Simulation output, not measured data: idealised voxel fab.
Process module in this document: voxel released beams
FYI the section here is cut, 185 nm wide, cells are 5 nm squares.
Just so we're on the same page, the cross-sections are grids of square cells, and they're listed out in bands top to bottom, each band one or more rows deep.
Basically the band line says how high the top is and how high the bottom is, in nm, and then what's in it from left to right, every material with its width in nm. Empty space shows up as "empty", and if a single material carries "full width" it runs the full band edge to edge.
The reference from which all heights are counted is 0, the level beneath which the as-received wafer is entirely one material; the lowest band, having no lower bound, proceeds downward and is written after the example "0 nm and below".
Quick explanation for "30 to 40": the width changes in equal steps down the rows of cells, from the first number in the band's top row to the second number in its bottom row.
The cross-section has no changed cell in any step marked "nothing was modified".
Listed in "Closed internal cavities": every empty space of 8 or more cells without an open way to the top. Form: width x height at distance, the distance being from the left edge, all in nm.
Whatever follows a step's settings on its line is a remark the simulator itself makes about that step.
overlay nm: mask offset rightward from planned place, masked step; negative means leftward offset.
Steps in the process plan
1) RECEIVE | material Si
2) CONFORMAL_DEP | material SiN | thk nm 5
3) DIRECTIONAL_DEP | material SiO2 | thk nm 15
4) PATTERN | tone open | mask id ANCHOR | material resist | width nm 30 | thk nm 20 | overlay nm -15
5) DIRECTIONAL_ETCH | etch materials SiO2 | depth nm 15
6) STRIP | etch materials resist
7) CONFORMAL_DEP | material TiN | thk nm 10
8) MASKED_ETCH | tone cover | mask id BEAM | width nm 95 | etch materials TiN | depth nm 10 | overlay nm 0
9) STRIP | etch materials SiO2
Every wafer here starts from the same state; it is the step 4 overlay nm that distinguishes them, and the value the plan gives belongs to the first wafer.
Cross-section of the first of several received wafers, showing its state after step 1
0 nm and below | Si full width
Closed internal cavities: none
For your reference, the table is organized with a row per wafer; each row reflects the wafer at the end of the module, indicating for each material the cells gained (+) or lost (-) since receipt, and thereafter its closed voids
overlay nm -15; +37 SiN; +50 TiN; Closed internal cavities: none
overlay nm -10; +37 SiN; +50 TiN; Closed internal cavities: none
overlay nm -5; +37 SiN; +50 TiN; Closed internal cavities: none
overlay nm 0; +37 SiN; +50 TiN; Closed internal cavities: none
overlay nm 5; +37 SiN; +50 TiN; Closed internal cavities: none
overlay nm 10; +37 SiN; +50 TiN; Closed internal cavities: none
overlay nm 15; +37 SiN; +50 TiN; Closed internal cavities: none
